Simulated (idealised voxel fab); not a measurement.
The following is a process module called voxel capacitor over wiring.
The cross-section on display is named cut; it measures 230 nm wide, and its cells are 5 nm squares.
Notation: cross-section as square-cell grid; stated in bands, top first, going down; one or more cell rows per band. Read a band's entry like this: the first values are the height of its top and the height of its bottom in nm, and what follows is the sequence of materials from left to right, each with its width in nm. Note that "air" is empty space, and that a single material marked "throughout" reaches across the band from edge to edge. Measure heights from 0. That's the level where, below it, the as-received wafer is all one material. The lowest band is bottomless and extends downward; write it as in "from 0 down". So if you see something like "30 to 40" for the width, read it as the top row of the band sitting at the first number and the bottom row at the second, with every row in between moving by the same amount as the last. "no alteration" after a step means that no cell of the cross-section changed. Basically, "Closed-off voids" tells you about the enclosed voids: empty spaces with no open way to the top, 8 cells or bigger, each written width x height at distance, where distance is from the left edge, all in nm. after a step's settings: what the simulator itself notes on the step. Regarding "overlay nm": on a step with a mask, it is the distance the mask lay to the right of its planned place; a negative value places it to the left.

-- The steps planned for the process are as follows
1. RECEIVE,material Si
2. CONFORMAL_DEP,material SiO2,thk nm 10
3. CONFORMAL_DEP,material SiN,thk nm 5
4. DIRECTIONAL_DEP,material SiO2,thk nm 25
5. DIRECTIONAL_DEP,material aC,thk nm 10
6. PATTERN,tone open,mask id METAL_1,material resist,width nm 20,pitch nm 90,thk nm 30,overlay nm 0
7. DIRECTIONAL_ETCH,etch materials aC,depth nm 10
8. STRIP,etch materials resist
9. DIRECTIONAL_ETCH,etch materials SiO2,depth nm 25
10. DIRECTIONAL_ETCH,etch materials SiN,depth nm 5
11. STRIP,etch materials aC
12. CONFORMAL_DEP,material TiN,thk nm 5
13. FILL_DEP,material Cu,thk nm 5
14. CMP,height nm 40
15. CONFORMAL_DEP,material SiCN,thk nm 5
16. DIRECTIONAL_DEP,material lowk,thk nm 20
17. DIRECTIONAL_DEP,material aC,thk nm 10
18. PATTERN,tone open,mask id PLUG_1,material resist,width nm 15,thk nm 25,overlay nm 0
19. DIRECTIONAL_ETCH,etch materials aC,depth nm 10
20. STRIP,etch materials resist
21. DIRECTIONAL_ETCH,etch materials lowk,depth nm 20
22. DIRECTIONAL_ETCH,etch materials SiCN,depth nm 5
23. STRIP,etch materials aC
24. CONFORMAL_DEP,material TiN,thk nm 5
25. FILL_DEP,material W,thk nm 10
26. CMP,height nm 65
27. DIRECTIONAL_DEP,material TiN,thk nm 10
28. DIRECTIONAL_DEP,material HfO2,thk nm 5
29. DIRECTIONAL_DEP,material TiN,thk nm 5
30. DIRECTIONAL_DEP,material aC,thk nm 15
31. PATTERN,tone cover,mask id UPPER_PLATE,material resist,width nm 75,thk nm 35,overlay nm 0
32. DIRECTIONAL_ETCH,etch materials aC,depth nm 15
33. STRIP,etch materials resist
34. DIRECTIONAL_ETCH,etch materials TiN,depth nm 5
35. DIRECTIONAL_ETCH,etch materials HfO2,depth nm 5
36. STRIP,etch materials aC
37. PATTERN,tone cover,mask id LOWER_PLATE,material resist,width nm 85,thk nm 20,overlay nm 0
38. DIRECTIONAL_ETCH,etch materials TiN,depth nm 10
39. STRIP,etch materials resist
40. FILL_DEP,material SiO2,thk nm 15
41. CMP,height nm 95
42. MASKED_ETCH,tone open,mask id PLUG_2,width nm 15,etch materials SiO2,depth nm 10,overlay nm 0
43. CONFORMAL_DEP,material TiN,thk nm 5
44. FILL_DEP,material W,thk nm 10
45. CMP,height nm 95
46. CONFORMAL_DEP,material SiN,thk nm 5

-- The following pertains to the first of two wafers, which was processed as planned

-- The cross-section here shows the wafer as received, i.e. in its state after step 1
    from 0 down = Si throughout
    Closed-off voids: none

-- The following cross-section depicts the wafer upon completion of step 2
    from 10 to 0 = SiO2 throughout
    Anything lower than 0 is untouched.

-- The following cross-section depicts the wafer upon completion of step 3
    from 15 to 10 = SiN throughout
    Anything lower than 10 is untouched.

-- The following cross-section depicts the wafer upon completion of step 4
    from 40 to 15 = SiO2 throughout
    Anything lower than 15 is untouched.

-- The following cross-section depicts the wafer upon completion of step 5
    from 50 to 40 = aC throughout
    Anything lower than 40 is untouched.

-- The following cross-section depicts the wafer upon completion of step 6
    from 80 to 50 = resist 60 nm, then air 20 nm, then resist 70 nm, then air 20 nm, then resist 60 nm
    Anything lower than 50 is untouched.

-- The following cross-section depicts the wafer upon completion of step 7
    from 70 to 50 = resist 60 nm, then air 20 nm, then resist 70 nm, then air 20 nm, then resist 60 nm
    from 50 to 40 = aC 60 nm, then air 20 nm, then aC 70 nm, then air 20 nm, then aC 60 nm
    Anything lower than 40 is untouched.

-- The following cross-section depicts the wafer upon completion of step 8
    from 50 to 40 = aC 60 nm, then air 20 nm, then aC 70 nm, then air 20 nm, then aC 60 nm
    Anything lower than 40 is untouched.

-- The following cross-section depicts the wafer upon completion of step 9
    from 50 to 40 = aC 60 nm, then air 20 nm, then aC 70 nm, then air 20 nm, then aC 60 nm
    from 40 to 15 = SiO2 60 nm, then air 20 nm, then SiO2 70 nm, then air 20 nm, then SiO2 60 nm
    Anything lower than 15 is untouched.

-- The following cross-section depicts the wafer upon completion of step 10
    from 50 to 40 = aC 60 nm, then air 20 nm, then aC 70 nm, then air 20 nm, then aC 60 nm
    from 40 to 15 = SiO2 60 nm, then air 20 nm, then SiO2 70 nm, then air 20 nm, then SiO2 60 nm
    from 15 to 10 = SiN 60 nm, then air 20 nm, then SiN 70 nm, then air 20 nm, then SiN 60 nm
    Anything lower than 10 is untouched.

-- The following cross-section depicts the wafer upon completion of step 11
    from 40 to 15 = SiO2 60 nm, then air 20 nm, then SiO2 70 nm, then air 20 nm, then SiO2 60 nm
    Anything lower than 15 is untouched.

-- The following cross-section depicts the wafer upon completion of step 12
    from 45 to 40 = TiN 65 nm, then air 10 nm, then TiN 80 nm, then air 10 nm, then TiN 65 nm
    from 40 to 15 = SiO2 60 nm, then TiN 5 nm, then air 10 nm, then TiN 5 nm, then SiO2 70 nm, then TiN 5 nm, then air 10 nm, then TiN 5 nm, then SiO2 60 nm
    from 15 to 10 = SiN 60 nm, then TiN 20 nm, then SiN 70 nm, then TiN 20 nm, then SiN 60 nm
    Anything lower than 10 is untouched.

-- The following cross-section depicts the wafer upon completion of step 13
    from 50 to 45 = Cu throughout
    from 45 to 40 = TiN 65 nm, then Cu 10 nm, then TiN 80 nm, then Cu 10 nm, then TiN 65 nm
    from 40 to 15 = SiO2 60 nm, then TiN 5 nm, then Cu 10 nm, then TiN 5 nm, then SiO2 70 nm, then TiN 5 nm, then Cu 10 nm, then TiN 5 nm, then SiO2 60 nm
    Anything lower than 15 is untouched.

-- The following cross-section depicts the wafer upon completion of step 14
    from 40 to 15 = SiO2 60 nm, then TiN 5 nm, then Cu 10 nm, then TiN 5 nm, then SiO2 70 nm, then TiN 5 nm, then Cu 10 nm, then TiN 5 nm, then SiO2 60 nm
    Anything lower than 15 is untouched.

-- The following cross-section depicts the wafer upon completion of step 15
    from 45 to 40 = SiCN throughout
    Anything lower than 40 is untouched.

-- The following cross-section depicts the wafer upon completion of step 16
    from 65 to 45 = lowk throughout
    Anything lower than 45 is untouched.

-- The following cross-section depicts the wafer upon completion of step 17
    from 75 to 65 = aC throughout
    Anything lower than 65 is untouched.

-- The following cross-section depicts the wafer upon completion of step 18
    from 100 to 75 = resist 65 nm, then air 15 nm, then resist 150 nm
    Anything lower than 75 is untouched.

-- The following cross-section depicts the wafer upon completion of step 19
    from 90 to 75 = resist 65 nm, then air 15 nm, then resist 150 nm
    from 75 to 65 = aC 65 nm, then air 15 nm, then aC 150 nm
    Anything lower than 65 is untouched.

-- The following cross-section depicts the wafer upon completion of step 20
    from 75 to 65 = aC 65 nm, then air 15 nm, then aC 150 nm
    Anything lower than 65 is untouched.

-- The following cross-section depicts the wafer upon completion of step 21
    from 75 to 65 = aC 65 nm, then air 15 nm, then aC 150 nm
    from 65 to 45 = lowk 65 nm, then air 15 nm, then lowk 150 nm
    Anything lower than 45 is untouched.

-- The following cross-section depicts the wafer upon completion of step 22
    from 75 to 65 = aC 65 nm, then air 15 nm, then aC 150 nm
    from 65 to 45 = lowk 65 nm, then air 15 nm, then lowk 150 nm
    from 45 to 40 = SiCN 65 nm, then air 15 nm, then SiCN 150 nm
    Anything lower than 40 is untouched.

-- The following cross-section depicts the wafer upon completion of step 23
    from 65 to 45 = lowk 65 nm, then air 15 nm, then lowk 150 nm
    Anything lower than 45 is untouched.

-- The following cross-section depicts the wafer upon completion of step 24
    from 70 to 65 = TiN 70 nm, then air 5 nm, then TiN 155 nm
    from 65 to 45 = lowk 65 nm, then TiN 5 nm, then air 5 nm, then TiN 5 nm, then lowk 150 nm
    from 45 to 40 = SiCN 65 nm, then TiN 15 nm, then SiCN 150 nm
    Anything lower than 40 is untouched.

-- The following cross-section depicts the wafer upon completion of step 25
    from 80 to 70 = W throughout
    from 70 to 65 = TiN 70 nm, then W 5 nm, then TiN 155 nm
    from 65 to 45 = lowk 65 nm, then TiN 5 nm, then W 5 nm, then TiN 5 nm, then lowk 150 nm
    Anything lower than 45 is untouched.

-- The following cross-section depicts the wafer upon completion of step 26
    from 65 to 45 = lowk 65 nm, then TiN 5 nm, then W 5 nm, then TiN 5 nm, then lowk 150 nm
    Anything lower than 45 is untouched.

-- The following cross-section depicts the wafer upon completion of step 27
    from 75 to 65 = TiN throughout
    Anything lower than 65 is untouched.

-- The following cross-section depicts the wafer upon completion of step 28
    from 80 to 75 = HfO2 throughout
    Anything lower than 75 is untouched.

-- The following cross-section depicts the wafer upon completion of step 29
    from 85 to 80 = TiN throughout
    Anything lower than 80 is untouched.

-- The following cross-section depicts the wafer upon completion of step 30
    from 100 to 85 = aC throughout
    Anything lower than 85 is untouched.

-- The following cross-section depicts the wafer upon completion of step 31
    from 135 to 100 = air 65 nm, then resist 75 nm, then air 90 nm
    Anything lower than 100 is untouched.

-- The following cross-section depicts the wafer upon completion of step 32
    from 120 to 100 = air 65 nm, then resist 75 nm, then air 90 nm
    from 100 to 85 = air 65 nm, then aC 75 nm, then air 90 nm
    Anything lower than 85 is untouched.

-- The following cross-section depicts the wafer upon completion of step 33
    from 100 to 85 = air 65 nm, then aC 75 nm, then air 90 nm
    Anything lower than 85 is untouched.

-- The following cross-section depicts the wafer upon completion of step 34
    from 100 to 85 = air 65 nm, then aC 75 nm, then air 90 nm
    from 85 to 80 = air 65 nm, then TiN 75 nm, then air 90 nm
    Anything lower than 80 is untouched.

-- The following cross-section depicts the wafer upon completion of step 35
    from 100 to 85 = air 65 nm, then aC 75 nm, then air 90 nm
    from 85 to 80 = air 65 nm, then TiN 75 nm, then air 90 nm
    from 80 to 75 = air 65 nm, then HfO2 75 nm, then air 90 nm
    Anything lower than 75 is untouched.

-- The following cross-section depicts the wafer upon completion of step 36
    from 85 to 80 = air 65 nm, then TiN 75 nm, then air 90 nm
    Anything lower than 80 is untouched.

-- The following cross-section depicts the wafer upon completion of step 37
    from 105 to 85 = air 60 nm, then resist 85 nm, then air 85 nm
    from 85 to 80 = air 60 nm, then resist 5 nm, then TiN 75 nm, then resist 5 nm, then air 85 nm
    from 80 to 75 = air 60 nm, then resist 5 nm, then HfO2 75 nm, then resist 5 nm, then air 85 nm
    Anything lower than 75 is untouched.

-- The following cross-section depicts the wafer upon completion of step 38
    from 105 to 85 = air 60 nm, then resist 85 nm, then air 85 nm
    from 85 to 80 = air 60 nm, then resist 5 nm, then TiN 75 nm, then resist 5 nm, then air 85 nm
    from 80 to 75 = air 60 nm, then resist 5 nm, then HfO2 75 nm, then resist 5 nm, then air 85 nm
    from 75 to 65 = air 60 nm, then TiN 85 nm, then air 85 nm
    Anything lower than 65 is untouched.

-- The following cross-section depicts the wafer upon completion of step 39
    from 85 to 80 = air 65 nm, then TiN 75 nm, then air 90 nm
    from 80 to 75 = air 65 nm, then HfO2 75 nm, then air 90 nm
    Anything lower than 75 is untouched.

-- The following cross-section depicts the wafer upon completion of step 40
    from 100 to 85 = SiO2 throughout
    from 85 to 80 = SiO2 65 nm, then TiN 75 nm, then SiO2 90 nm
    from 80 to 75 = SiO2 65 nm, then HfO2 75 nm, then SiO2 90 nm
    from 75 to 65 = SiO2 60 nm, then TiN 85 nm, then SiO2 85 nm
    Anything lower than 65 is untouched.

-- The following cross-section depicts the wafer upon completion of step 41
    from 95 to 85 = SiO2 throughout
    Anything lower than 85 is untouched.

-- The following cross-section depicts the wafer upon completion of step 42
    from 95 to 85 = SiO2 75 nm, then air 15 nm, then SiO2 140 nm
    Anything lower than 85 is untouched.

-- The following cross-section depicts the wafer upon completion of step 43
    from 100 to 95 = TiN 80 nm, then air 5 nm, then TiN 145 nm
    from 95 to 90 = SiO2 75 nm, then TiN 5 nm, then air 5 nm, then TiN 5 nm, then SiO2 140 nm
    from 90 to 80 = SiO2 75 to 65 nm, then TiN 15 to 75 nm, then SiO2 140 to 90 nm
    Anything lower than 80 is untouched.

-- The following cross-section depicts the wafer upon completion of step 44
    from 110 to 100 = W throughout
    from 100 to 95 = TiN 80 nm, then W 5 nm, then TiN 145 nm
    from 95 to 90 = SiO2 75 nm, then TiN 5 nm, then W 5 nm, then TiN 5 nm, then SiO2 140 nm
    Anything lower than 90 is untouched.

-- The following cross-section depicts the wafer upon completion of step 45
    from 95 to 90 = SiO2 75 nm, then TiN 5 nm, then W 5 nm, then TiN 5 nm, then SiO2 140 nm
    Anything lower than 90 is untouched.

-- The following cross-section depicts the wafer upon completion of step 46
    from 100 to 95 = SiN throughout
    Anything lower than 95 is untouched.

-- Second of two: same start, same plan, one run error; steps up to and including 2 match the first

Second wafer: cross-section at the scheduled end of step 3: no alteration

-- Second wafer: cross-section at the scheduled end of step 4
    from 35 to 0 = SiO2 throughout
    Anything lower than 0 is untouched.

-- Second wafer: cross-section at the scheduled end of step 5
    from 45 to 35 = aC throughout
    Anything lower than 35 is untouched.

-- Second wafer: cross-section at the scheduled end of step 6
    from 75 to 45 = resist 60 nm, then air 20 nm, then resist 70 nm, then air 20 nm, then resist 60 nm
    Anything lower than 45 is untouched.

-- Second wafer: cross-section at the scheduled end of step 7
    from 65 to 45 = resist 60 nm, then air 20 nm, then resist 70 nm, then air 20 nm, then resist 60 nm
    from 45 to 35 = aC 60 nm, then air 20 nm, then aC 70 nm, then air 20 nm, then aC 60 nm
    Anything lower than 35 is untouched.

-- Second wafer: cross-section at the scheduled end of step 8
    from 45 to 35 = aC 60 nm, then air 20 nm, then aC 70 nm, then air 20 nm, then aC 60 nm
    Anything lower than 35 is untouched.

-- Second wafer: cross-section at the scheduled end of step 9
    from 45 to 35 = aC 60 nm, then air 20 nm, then aC 70 nm, then air 20 nm, then aC 60 nm
    from 35 to 10 = SiO2 60 nm, then air 20 nm, then SiO2 70 nm, then air 20 nm, then SiO2 60 nm
    Anything lower than 10 is untouched.

Second wafer: cross-section at the scheduled end of step 10: no alteration

-- Second wafer: cross-section at the scheduled end of step 11
    from 35 to 10 = SiO2 60 nm, then air 20 nm, then SiO2 70 nm, then air 20 nm, then SiO2 60 nm
    Anything lower than 10 is untouched.

-- Second wafer: cross-section at the scheduled end of step 12
    from 40 to 35 = TiN 65 nm, then air 10 nm, then TiN 80 nm, then air 10 nm, then TiN 65 nm
    from 35 to 15 = SiO2 60 nm, then TiN 5 nm, then air 10 nm, then TiN 5 nm, then SiO2 70 nm, then TiN 5 nm, then air 10 nm, then TiN 5 nm, then SiO2 60 nm
    from 15 to 10 = SiO2 60 nm, then TiN 20 nm, then SiO2 70 nm, then TiN 20 nm, then SiO2 60 nm
    Anything lower than 10 is untouched.

-- Second wafer: cross-section at the scheduled end of step 13
    from 45 to 40 = Cu throughout
    from 40 to 35 = TiN 65 nm, then Cu 10 nm, then TiN 80 nm, then Cu 10 nm, then TiN 65 nm
    from 35 to 15 = SiO2 60 nm, then TiN 5 nm, then Cu 10 nm, then TiN 5 nm, then SiO2 70 nm, then TiN 5 nm, then Cu 10 nm, then TiN 5 nm, then SiO2 60 nm
    Anything lower than 15 is untouched.

-- Second wafer: cross-section at the scheduled end of step 14
    from 40 to 35 = TiN 65 nm, then Cu 10 nm, then TiN 80 nm, then Cu 10 nm, then TiN 65 nm
    Anything lower than 35 is untouched.

-- Second wafer: cross-section at the scheduled end of step 15
    from 45 to 40 = SiCN throughout
    Anything lower than 40 is untouched.

-- Second wafer: cross-section at the scheduled end of step 16
    from 65 to 45 = lowk throughout
    Anything lower than 45 is untouched.

-- Second wafer: cross-section at the scheduled end of step 17
    from 75 to 65 = aC throughout
    Anything lower than 65 is untouched.

-- Second wafer: cross-section at the scheduled end of step 18
    from 100 to 75 = resist 65 nm, then air 15 nm, then resist 150 nm
    Anything lower than 75 is untouched.

-- Second wafer: cross-section at the scheduled end of step 19
    from 90 to 75 = resist 65 nm, then air 15 nm, then resist 150 nm
    from 75 to 65 = aC 65 nm, then air 15 nm, then aC 150 nm
    Anything lower than 65 is untouched.

-- Second wafer: cross-section at the scheduled end of step 20
    from 75 to 65 = aC 65 nm, then air 15 nm, then aC 150 nm
    Anything lower than 65 is untouched.

-- Second wafer: cross-section at the scheduled end of step 21
    from 75 to 65 = aC 65 nm, then air 15 nm, then aC 150 nm
    from 65 to 45 = lowk 65 nm, then air 15 nm, then lowk 150 nm
    Anything lower than 45 is untouched.

-- Second wafer: cross-section at the scheduled end of step 22
    from 75 to 65 = aC 65 nm, then air 15 nm, then aC 150 nm
    from 65 to 45 = lowk 65 nm, then air 15 nm, then lowk 150 nm
    from 45 to 40 = SiCN 65 nm, then air 15 nm, then SiCN 150 nm
    Anything lower than 40 is untouched.

-- Second wafer: cross-section at the scheduled end of step 23
    from 65 to 45 = lowk 65 nm, then air 15 nm, then lowk 150 nm
    Anything lower than 45 is untouched.

-- Second wafer: cross-section at the scheduled end of step 24
    from 70 to 65 = TiN 70 nm, then air 5 nm, then TiN 155 nm
    from 65 to 45 = lowk 65 nm, then TiN 5 nm, then air 5 nm, then TiN 5 nm, then lowk 150 nm
    from 45 to 40 = SiCN 65 nm, then TiN 15 nm, then SiCN 150 nm
    Anything lower than 40 is untouched.

-- Second wafer: cross-section at the scheduled end of step 25
    from 80 to 70 = W throughout
    from 70 to 65 = TiN 70 nm, then W 5 nm, then TiN 155 nm
    from 65 to 45 = lowk 65 nm, then TiN 5 nm, then W 5 nm, then TiN 5 nm, then lowk 150 nm
    Anything lower than 45 is untouched.

-- Second wafer: cross-section at the scheduled end of step 26
    from 65 to 45 = lowk 65 nm, then TiN 5 nm, then W 5 nm, then TiN 5 nm, then lowk 150 nm
    Anything lower than 45 is untouched.

-- Second wafer: cross-section at the scheduled end of step 27
    from 75 to 65 = TiN throughout
    Anything lower than 65 is untouched.

-- Second wafer: cross-section at the scheduled end of step 28
    from 80 to 75 = HfO2 throughout
    Anything lower than 75 is untouched.

-- Second wafer: cross-section at the scheduled end of step 29
    from 85 to 80 = TiN throughout
    Anything lower than 80 is untouched.

-- Second wafer: cross-section at the scheduled end of step 30
    from 100 to 85 = aC throughout
    Anything lower than 85 is untouched.

-- Second wafer: cross-section at the scheduled end of step 31
    from 135 to 100 = air 65 nm, then resist 75 nm, then air 90 nm
    Anything lower than 100 is untouched.

-- Second wafer: cross-section at the scheduled end of step 32
    from 120 to 100 = air 65 nm, then resist 75 nm, then air 90 nm
    from 100 to 85 = air 65 nm, then aC 75 nm, then air 90 nm
    Anything lower than 85 is untouched.

-- Second wafer: cross-section at the scheduled end of step 33
    from 100 to 85 = air 65 nm, then aC 75 nm, then air 90 nm
    Anything lower than 85 is untouched.

-- Second wafer: cross-section at the scheduled end of step 34
    from 100 to 85 = air 65 nm, then aC 75 nm, then air 90 nm
    from 85 to 80 = air 65 nm, then TiN 75 nm, then air 90 nm
    Anything lower than 80 is untouched.

-- Second wafer: cross-section at the scheduled end of step 35
    from 100 to 85 = air 65 nm, then aC 75 nm, then air 90 nm
    from 85 to 80 = air 65 nm, then TiN 75 nm, then air 90 nm
    from 80 to 75 = air 65 nm, then HfO2 75 nm, then air 90 nm
    Anything lower than 75 is untouched.

-- Second wafer: cross-section at the scheduled end of step 36
    from 85 to 80 = air 65 nm, then TiN 75 nm, then air 90 nm
    Anything lower than 80 is untouched.

-- Second wafer: cross-section at the scheduled end of step 37
    from 105 to 85 = air 60 nm, then resist 85 nm, then air 85 nm
    from 85 to 80 = air 60 nm, then resist 5 nm, then TiN 75 nm, then resist 5 nm, then air 85 nm
    from 80 to 75 = air 60 nm, then resist 5 nm, then HfO2 75 nm, then resist 5 nm, then air 85 nm
    Anything lower than 75 is untouched.

-- Second wafer: cross-section at the scheduled end of step 38
    from 105 to 85 = air 60 nm, then resist 85 nm, then air 85 nm
    from 85 to 80 = air 60 nm, then resist 5 nm, then TiN 75 nm, then resist 5 nm, then air 85 nm
    from 80 to 75 = air 60 nm, then resist 5 nm, then HfO2 75 nm, then resist 5 nm, then air 85 nm
    from 75 to 65 = air 60 nm, then TiN 85 nm, then air 85 nm
    Anything lower than 65 is untouched.

-- Second wafer: cross-section at the scheduled end of step 39
    from 85 to 80 = air 65 nm, then TiN 75 nm, then air 90 nm
    from 80 to 75 = air 65 nm, then HfO2 75 nm, then air 90 nm
    Anything lower than 75 is untouched.

-- Second wafer: cross-section at the scheduled end of step 40
    from 100 to 85 = SiO2 throughout
    from 85 to 80 = SiO2 65 nm, then TiN 75 nm, then SiO2 90 nm
    from 80 to 75 = SiO2 65 nm, then HfO2 75 nm, then SiO2 90 nm
    from 75 to 65 = SiO2 60 nm, then TiN 85 nm, then SiO2 85 nm
    Anything lower than 65 is untouched.

-- Second wafer: cross-section at the scheduled end of step 41
    from 95 to 85 = SiO2 throughout
    Anything lower than 85 is untouched.

-- Second wafer: cross-section at the scheduled end of step 42
    from 95 to 85 = SiO2 75 nm, then air 15 nm, then SiO2 140 nm
    Anything lower than 85 is untouched.

-- Second wafer: cross-section at the scheduled end of step 43
    from 100 to 95 = TiN 80 nm, then air 5 nm, then TiN 145 nm
    from 95 to 90 = SiO2 75 nm, then TiN 5 nm, then air 5 nm, then TiN 5 nm, then SiO2 140 nm
    from 90 to 80 = SiO2 75 to 65 nm, then TiN 15 to 75 nm, then SiO2 140 to 90 nm
    Anything lower than 80 is untouched.

-- Second wafer: cross-section at the scheduled end of step 44
    from 110 to 100 = W throughout
    from 100 to 95 = TiN 80 nm, then W 5 nm, then TiN 145 nm
    from 95 to 90 = SiO2 75 nm, then TiN 5 nm, then W 5 nm, then TiN 5 nm, then SiO2 140 nm
    Anything lower than 90 is untouched.

-- Second wafer: cross-section at the scheduled end of step 45
    from 95 to 90 = SiO2 75 nm, then TiN 5 nm, then W 5 nm, then TiN 5 nm, then SiO2 140 nm
    Anything lower than 90 is untouched.

-- Second wafer: cross-section at the scheduled end of step 46
    from 100 to 95 = SiN throughout
    Anything lower than 95 is untouched.
Processing error: step 3 of the plan got skipped, so it never ran
In the final state, the cell counts of the second wafer exceed or fall short of those of the first for the following materials: 38 fewer of SiN | 38 more of TiN
